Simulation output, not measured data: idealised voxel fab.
Process module heading - voxel gate over fins
Displayed cross-section: cut, width of 220 nm, square cells sized 5 nm.
Throughout this document, each cross-section is represented as a grid of square cells and is presented as a sequence of bands enumerated from the top downward, where a band comprises one or more rows of cells. First you get the band's top height and its bottom height, in nm, and then the materials it's made of, left to right, with each width in nm. If you see a single material with "everywhere", that one covers the band edge to edge. "empty" is empty space. Note: height 0 marks the level under which the wafer is uniformly one material as received. Lowest band unbounded below, written "0 and below". Note: "30->40" means the width goes from the first number (top row of the band) to the second number (bottom row) in equal steps per row of cells. "everything unchanged" (step): cross-section cells unchanged, all of them. Enclosed voids (no open way to top), threshold 8 cells or more, entry "Unvented internal voids", notation width x height at distance, distance from left edge, nm. Where a step's line continues beyond its settings, the continuation is a remark by the simulator itself on that step. Steps that use a mask can have "overlay nm" on their line. It says how far the mask sat to the right of where it was meant to be. Negative means to the left.
## So here's the lineup of process steps we planned
step 1: RECEIVE, material Si
step 2: CONFORMAL_DEP, material SiN, thk nm 10
step 3: PATTERN, tone cover, mask id FINS, material resist, width nm 15, pitch nm 45, thk nm 15, overlay nm 0
step 4: DIRECTIONAL_ETCH, etch materials SiN, depth nm 10
step 5: DIRECTIONAL_ETCH, etch materials Si, depth nm 40
step 6: STRIP, etch materials resist
step 7: FILL_DEP, material SiO2, thk nm 15
step 8: CMP, height nm 10
step 9: SELECTIVE_ETCH, etch materials SiO2, depth nm 20
step 10: STRIP, etch materials SiN
step 11: CONFORMAL_DEP, material HfO2, thk nm 5
step 12: CONFORMAL_DEP, material TiN, thk nm 5
step 13: CONFORMAL_DEP, material TiAl, thk nm 5
step 14: CONFORMAL_DEP, material TiN, thk nm 5
step 15: FILL_DEP, material W, thk nm 15
step 16: CMP, height nm 30
step 17: CONFORMAL_DEP, material SiCN, thk nm 10
Heads up: all these wafers start the same, and what changes between them is the width nm in step 3. The value you see in the plan is just what the first wafer got.
## The as-received cross-section of the first of several wafers corresponds to the state after step 1
    0 and below = Si everywhere
    Unvented internal voids: none
## Quick key for the table: a row per wafer, taken at the end of the module. For each material it tells you how many cells the wafer gained (+) or lost (-) since it came in, and the closed voids come after
width nm 15 | +60 HfO2 | -256 Si | +88 SiCN | +192 SiO2 | +60 TiAl | +108 TiN | +100 W | Unvented internal voids: none
width nm 20 | +60 HfO2 | -224 Si | +88 SiCN | +168 SiO2 | +54 TiAl | +108 TiN | +98 W | Unvented internal voids: none
width nm 25 | +60 HfO2 | -192 Si | +88 SiCN | +144 SiO2 | +48 TiAl | +108 TiN | +96 W | Unvented internal voids: none
width nm 30 | +60 HfO2 | -160 Si | +88 SiCN | +120 SiO2 | +48 TiAl | +102 TiN | +94 W | Unvented internal voids: none
